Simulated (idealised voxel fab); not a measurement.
process module | voxel ribs on slabs
cross-section cut | 295 nm wide | cells 5 nm
A cross-section is a grid of square cells, given in bands from the top down. A band is one or more rows of cells.
Each band's line starts with the height of the band's top and of its bottom, in nm. Then come its materials from left to right, each with its width in nm. One material with "throughout" fills the band from edge to edge. "air" is empty space.
Height 0 is the level under which the wafer as received is all one material. The lowest band goes on downwards, as in "0 down".
A width such as "30 to 40" changes by the same amount from each row of cells to the next, from the band's top row to its bottom row.
"no change" after a step means that no cell of the cross-section changed.
closed voids: empty space of 8 cells or more with no open way to the top, each as width x height at its distance from the left edge, in nm
after a step's settings: what the simulator itself notes on the step
overlay nm, on a step with a mask: how far to the right of its planned place the mask lay; to the left if negative
plan
1 op RECEIVE | material Si
2 op DIRECTIONAL_DEP | material SiO2 | thk nm 30
3 op DIRECTIONAL_DEP | material SiN | thk nm 25
4 op DIRECTIONAL_DEP | material aC | thk nm 15
5 op PATTERN | tone cover | mask id RIB | material resist | width nm 15 | thk nm 30 | overlay nm 0
6 op DIRECTIONAL_ETCH | etch materials aC | depth nm 15
7 op STRIP | etch materials resist
8 op DIRECTIONAL_ETCH | etch materials SiN | depth nm 20
9 op STRIP | etch materials aC
10 op MASKED_ETCH | tone cover | mask id SLAB | width nm 55 | etch materials SiN | depth nm 5 | overlay nm 0
11 op FILL_DEP | material SiO2 | thk nm 30
12 op CMP | height nm 75
13 op DIRECTIONAL_DEP | material W | thk nm 5
14 op DIRECTIONAL_DEP | material aC | thk nm 15
15 op PATTERN | tone cover | mask id HEATER | material resist | width nm 25 | thk nm 30 | overlay nm 0
16 op DIRECTIONAL_ETCH | etch materials aC | depth nm 15
17 op STRIP | etch materials resist
18 op DIRECTIONAL_ETCH | etch materials W | depth nm 5
19 op STRIP | etch materials aC
20 op CONFORMAL_DEP | material SiN | thk nm 5
as received, after step 1
  0 down: Si throughout
  closed voids: none
first wafer at the end, as planned
  85 to 80: air 130 | SiN 35 | air 130
  80 to 75: SiN 135 | W 25 | SiN 135
  75 to 55: SiO2 throughout
  55 to 35: SiO2 140 | SiN 15 | SiO2 140
  35 to 30: SiO2 120 | SiN 55 | SiO2 120
  30 to 0: SiO2 throughout
  0 down: Si throughout
  closed voids: none
second wafer at the end: like start, like plan, one mistake
  85 to 80: air 130 | SiN 35 | air 130
  80 to 75: SiN 135 | W 25 | SiN 135
  75 to 55: SiO2 throughout
  55 to 35: SiO2 140 | SiN 15 | SiO2 140
  35 to 30: SiO2 125 | SiN 45 | SiO2 125
  30 to 0: SiO2 throughout
  0 down: Si throughout
  closed voids: none
what went wrong: step 10 ran as: op MASKED_ETCH | tone cover | mask id SLAB | width nm 45 | etch materials SiN | depth nm 5 | overlay nm 0
at the end the second wafer has, in cells: 2 fewer of SiN | 2 more of SiO2
